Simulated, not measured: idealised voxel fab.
process module | voxel transistor to metal
cross-section cut | 285 nm wide | cells 5 nm
A cross-section is a grid of square cells, given in bands from the top down. A band is one or more rows of cells.
Each band's line starts with the height of the band's top and of its bottom, in nm. Then come its materials from left to right, each with its width in nm. One material with "throughout" fills the band from edge to edge. "air" is empty space.
Height 0 is the level under which the wafer as received is all one material. The lowest band goes on downwards, as in "0 down".
A width such as "30 to 40" changes by the same amount from each row of cells to the next, from the band's top row to its bottom row.
"no change" after a step means that no cell of the cross-section changed.
closed voids: empty space of 8 cells or more with no open way to the top, each as width x height at its distance from the left edge, in nm
after a step's settings: what the simulator itself notes on the step
overlay nm, on a step with a mask: how far to the right of its planned place the mask lay; to the left if negative
plan
1 op RECEIVE | material Si
2 op OXIDIZE | depth nm 5
3 op CONFORMAL_DEP | material SiN | thk nm 10
4 op DIRECTIONAL_DEP | material aC | thk nm 10
5 op PATTERN | tone cover | mask id ACTIVE | material resist | width nm 115 | pitch nm 135 | thk nm 30 | overlay nm 0
6 op DIRECTIONAL_ETCH | etch materials aC | depth nm 10
7 op STRIP | etch materials resist
8 op DIRECTIONAL_ETCH | etch materials SiN | depth nm 10
9 op DIRECTIONAL_ETCH | etch materials SiO2 | depth nm 5
10 op DIRECTIONAL_ETCH | etch materials Si | depth nm 35
11 op STRIP | etch materials aC
12 op OXIDIZE | depth nm 5
13 op FILL_DEP | material SiO2 | thk nm 10
14 op CMP | height nm 10
15 op SELECTIVE_ETCH | etch materials SiO2 | depth nm 5
16 op STRIP | etch materials SiN
17 op SELECTIVE_ETCH | etch materials SiO2 | depth nm 5
18 op OXIDIZE | depth nm 5
19 op DIRECTIONAL_DEP | material polySi | thk nm 20
20 op DIRECTIONAL_DEP | material SiCN | thk nm 10
21 op MASKED_ETCH | tone cover | mask id GATE | width nm 35 | pitch nm 135 | etch materials SiCN | depth nm 20 | overlay nm 0
22 op MASKED_ETCH | tone cover | mask id GATE | width nm 35 | pitch nm 135 | etch materials polySi | depth nm 30 | overlay nm 0
23 op CONFORMAL_DEP | material SiN | thk nm 10
24 op DIRECTIONAL_ETCH | etch materials SiN | depth nm 10
25 op DIRECTIONAL_ETCH | etch materials SiO2 | depth nm 5
26 op EPI | material SiGe | thk nm 5
27 op FILL_DEP | material SiO2 | thk nm 5
28 op CMP | height nm 15
29 op STRIP | etch materials polySi
30 op SELECTIVE_ETCH | etch materials SiO2 | depth nm 5
31 op CONFORMAL_DEP | material HfO2 | thk nm 5
32 op CONFORMAL_DEP | material TiN | thk nm 5
33 op FILL_DEP | material W | thk nm 5
34 op CMP | height nm 10
35 op DIRECTIONAL_DEP | material SiO2 | thk nm 10
36 op DIRECTIONAL_DEP | material aC | thk nm 15
37 op PATTERN | tone open | mask id CONTACT | material resist | width nm 15 | thk nm 30 | overlay nm 0
38 op DIRECTIONAL_ETCH | etch materials aC | depth nm 15
39 op STRIP | etch materials resist
40 op DIRECTIONAL_ETCH | etch materials SiO2 | depth nm 25
41 op STRIP | etch materials aC
42 op CONFORMAL_DEP | material TiN | thk nm 5
43 op FILL_DEP | material W | thk nm 10
44 op CMP | height nm 20
45 op CONFORMAL_DEP | material SiN | thk nm 5
46 op DIRECTIONAL_DEP | material lowk | thk nm 20
47 op PATTERN | tone open | mask id METAL_1 | material resist | width nm 15 | thk nm 15 | overlay nm 0
48 op DIRECTIONAL_ETCH | etch materials lowk | depth nm 20
49 op DIRECTIONAL_ETCH | etch materials SiN | depth nm 5
50 op STRIP | etch materials resist
51 op CONFORMAL_DEP | material TiN | thk nm 5
52 op FILL_DEP | material Cu | thk nm 5
53 op CMP | height nm 45
54 op EPI | material Ru | thk nm 5
55 op FILL_DEP | material SiCN | thk nm 5
as received, after step 1
  0 down: Si throughout
  closed voids: none
a wafer at the end: this start, this plan, one mistake
  55 to 50: SiCN throughout
  50 to 45: SiCN 20 | Ru 25 | SiCN 55 | Ru 25 | SiCN 30 | Ru 25 | SiCN 55 | Ru 25 | SiCN 25
  45 to 25: lowk 25 | TiN 5 | Cu 5 | TiN 5 | lowk 65 | TiN 5 | Cu 5 | TiN 5 | lowk 40 | TiN 5 | Cu 5 | TiN 5 | lowk 65 | TiN 5 | Cu 5 | TiN 5 | lowk 30
  25 to 20: SiN 25 | TiN 15 | SiN 65 | TiN 15 | SiN 40 | TiN 15 | SiN 65 | TiN 15 | SiN 30
  20 to 10: SiO2 25 | TiN 5 | W 5 | TiN 5 | SiO2 65 | TiN 5 | W 5 | TiN 5 | SiO2 40 | TiN 5 | W 5 | TiN 5 | SiO2 65 | TiN 5 | W 5 | TiN 5 | SiO2 30
  10 to 0: SiO2 25 | TiN 5 | W 5 | TiN 5 | SiO2 5 | SiN 10 | TiN 5 | W 25 | TiN 5 | SiN 10 | SiO2 5 | TiN 5 | W 5 | TiN 5 | SiO2 40 | TiN 5 | W 5 | TiN 5 | SiO2 5 | SiN 10 | TiN 5 | W 25 | TiN 5 | SiN 10 | SiO2 5 | TiN 5 | W 5 | TiN 5 | SiO2 30
  0 to -5: SiO2 10 | SiN 10 | SiO2 5 | TiN 15 | SiO2 5 | SiN 10 | TiN 5 | W 25 | TiN 5 | SiN 10 | SiO2 5 | TiN 15 | SiO2 5 | SiN 10 | SiO2 10 | SiN 10 | SiO2 5 | TiN 15 | SiO2 5 | SiN 10 | TiN 5 | W 25 | TiN 5 | SiN 10 | SiO2 5 | TiN 15 | SiO2 5 | SiN 10 | SiO2 15
  -5 to -10: SiO2 20 | SiGe 25 | SiO2 5 | TiN 45 | SiO2 5 | SiGe 25 | SiO2 30 | SiGe 25 | SiO2 5 | TiN 45 | SiO2 5 | SiGe 25 | SiO2 25
  -10 to -45: SiO2 20 | Si 105 | SiO2 30 | Si 105 | SiO2 25
  -45 down: Si throughout
  closed voids: none
what went wrong: step 31 was left out
